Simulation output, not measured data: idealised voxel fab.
process module | voxel released beams
cross-section cut | 145 nm wide | cells 5 nm
Cross-section = grid of square cells, listed top down in bands; band = one or more rows.
Each band's line starts with the height of the band's top and of its bottom, in nm. Then come its materials from left to right, each with its width in nm. One material with "throughout" fills the band from edge to edge. "empty" is empty space.
Where do heights start? At 0: under that level the wafer as delivered is made of one material only. And the lowest band has no floor; it just carries on downward, as in "from 0 down".
The expression "30 to 40" gives the width at the extremes of the band, the first number at its top row of cells and the second at its bottom row, with the width changing by equal amounts from each row to the next in between.
Where a step carries "no alteration", the cross-section came out of it unchanged, cell for cell.
"Encapsulated voids" lists enclosed empty spaces (at least 8 cells, no open path upward to the top), each as width x height at distance from the left edge, in nm.
On each step's line, the part that comes after the settings is the simulator's own comment on the step.
overlay nm, on a step with a mask: how far to the right of its planned place the mask lay; to the left if negative
Intended process steps:
1 RECEIVE [material Si]
2 CONFORMAL_DEP [material Al2O3] [thk nm 10]
3 DIRECTIONAL_DEP [material SiO2] [thk nm 20]
4 DIRECTIONAL_DEP [material aC] [thk nm 15]
5 PATTERN [tone open] [mask id ANCHOR] [material resist] [width nm 25] [thk nm 30] [overlay nm 0]
6 DIRECTIONAL_ETCH [etch materials aC] [depth nm 15]
7 STRIP [etch materials resist]
8 DIRECTIONAL_ETCH [etch materials SiO2] [depth nm 20]
9 STRIP [etch materials aC]
10 CONFORMAL_DEP [material SiN] [thk nm 10]
11 PATTERN [tone cover] [mask id BEAM] [material resist] [width nm 80] [thk nm 15] [overlay nm 0]
12 DIRECTIONAL_ETCH [etch materials SiN] [depth nm 10]
13 STRIP [etch materials resist]
14 STRIP [etch materials SiO2]
The first of two wafers, run as planned:
Wafer as received: cross-section following step 1:
    from 0 down: Si throughout
    Encapsulated voids: none
Cross-section of the wafer after step 2:
    from 10 to 0: Al2O3 throughout
    For the remainder of the cross-section, below 0, there is no change.
Cross-section of the wafer after step 3:
    from 30 to 10: SiO2 throughout
    For the remainder of the cross-section, below 10, there is no change.
Cross-section of the wafer after step 4:
    from 45 to 30: aC throughout
    For the remainder of the cross-section, below 30, there is no change.
Cross-section of the wafer after step 5:
    from 75 to 45: 35 nm resist, 25 nm empty, 85 nm resist
    For the remainder of the cross-section, below 45, there is no change.
Cross-section of the wafer after step 6:
    from 60 to 45: 35 nm resist, 25 nm empty, 85 nm resist
    from 45 to 30: 35 nm aC, 25 nm empty, 85 nm aC
    For the remainder of the cross-section, below 30, there is no change.
Cross-section of the wafer after step 7:
    from 45 to 30: 35 nm aC, 25 nm empty, 85 nm aC
    For the remainder of the cross-section, below 30, there is no change.
Cross-section of the wafer after step 8:
    from 45 to 30: 35 nm aC, 25 nm empty, 85 nm aC
    from 30 to 10: 35 nm SiO2, 25 nm empty, 85 nm SiO2
    For the remainder of the cross-section, below 10, there is no change.
Cross-section of the wafer after step 9:
    from 30 to 10: 35 nm SiO2, 25 nm empty, 85 nm SiO2
    For the remainder of the cross-section, below 10, there is no change.
Cross-section of the wafer after step 10:
    from 40 to 30: 45 nm SiN, 5 nm empty, 95 nm SiN
    from 30 to 20: 35 nm SiO2, 10 nm SiN, 5 nm empty, 10 nm SiN, 85 nm SiO2
    from 20 to 10: 35 nm SiO2, 25 nm SiN, 85 nm SiO2
    For the remainder of the cross-section, below 10, there is no change.
Cross-section of the wafer after step 11:
    from 55 to 40: 30 nm empty, 80 nm resist, 35 nm empty
    from 40 to 30: 45 nm SiN, 5 nm resist, 95 nm SiN
    from 30 to 20: 35 nm SiO2, 10 nm SiN, 5 nm resist, 10 nm SiN, 85 nm SiO2
    For the remainder of the cross-section, below 20, there is no change.
Cross-section of the wafer after step 12:
    from 55 to 40: 30 nm empty, 80 nm resist, 35 nm empty
    from 40 to 30: 30 nm empty, 15 nm SiN, 5 nm resist, 60 nm SiN, 35 nm empty
    For the remainder of the cross-section, below 30, there is no change.
Cross-section of the wafer after step 13:
    from 40 to 30: 30 nm empty, 15 nm SiN, 5 nm empty, 60 nm SiN, 35 nm empty
    from 30 to 20: 35 nm SiO2, 10 nm SiN, 5 nm empty, 10 nm SiN, 85 nm SiO2
    For the remainder of the cross-section, below 20, there is no change.
Cross-section of the wafer after step 14:
    from 40 to 30: 30 nm empty, 15 nm SiN, 5 nm empty, 60 nm SiN, 35 nm empty
    from 30 to 20: 35 nm empty, 10 nm SiN, 5 nm empty, 10 nm SiN, 85 nm empty
    from 20 to 10: 35 nm empty, 25 nm SiN, 85 nm empty
    For the remainder of the cross-section, below 10, there is no change.
Second Wafer (Identical Start and Plan, One Processing Error; Matches First Wafer Through Step 1):
Second wafer at the planned finish of step 2, seen in cross-section:
    from 20 to 0: SiO2 throughout
    For the remainder of the cross-section, below 0, there is no change.
Second wafer at the planned finish of step 3, seen in cross-section:
    from 30 to 20: Al2O3 throughout
    For the remainder of the cross-section, below 20, there is no change.
Second wafer at the planned finish of step 4, seen in cross-section:
    from 45 to 30: aC throughout
    For the remainder of the cross-section, below 30, there is no change.
Second wafer at the planned finish of step 5, seen in cross-section:
    from 75 to 45: 35 nm resist, 25 nm empty, 85 nm resist
    For the remainder of the cross-section, below 45, there is no change.
Second wafer at the planned finish of step 6, seen in cross-section:
    from 60 to 45: 35 nm resist, 25 nm empty, 85 nm resist
    from 45 to 30: 35 nm aC, 25 nm empty, 85 nm aC
    For the remainder of the cross-section, below 30, there is no change.
Second wafer at the planned finish of step 7, seen in cross-section:
    from 45 to 30: 35 nm aC, 25 nm empty, 85 nm aC
    For the remainder of the cross-section, below 30, there is no change.
Second wafer at the planned finish of step 8, seen in cross-section: no alteration
Second wafer at the planned finish of step 9, seen in cross-section:
    from 30 to 20: Al2O3 throughout
    For the remainder of the cross-section, below 20, there is no change.
Second wafer at the planned finish of step 10, seen in cross-section:
    from 40 to 30: SiN throughout
    For the remainder of the cross-section, below 30, there is no change.
Second wafer at the planned finish of step 11, seen in cross-section:
    from 55 to 40: 30 nm empty, 80 nm resist, 35 nm empty
    For the remainder of the cross-section, below 40, there is no change.
Second wafer at the planned finish of step 12, seen in cross-section:
    from 55 to 40: 30 nm empty, 80 nm resist, 35 nm empty
    from 40 to 30: 30 nm empty, 80 nm SiN, 35 nm empty
    For the remainder of the cross-section, below 30, there is no change.
Second wafer at the planned finish of step 13, seen in cross-section:
    from 40 to 30: 30 nm empty, 80 nm SiN, 35 nm empty
    For the remainder of the cross-section, below 30, there is no change.
Second wafer at the planned finish of step 14, seen in cross-section: no alteration
Where did the run depart from the plan? deviation from plan: step 3 and step 2 executed in one another's positions
At the finish, the second wafer shows more or fewer cells for some materials than the first does: SiN -16 | SiO2 +116
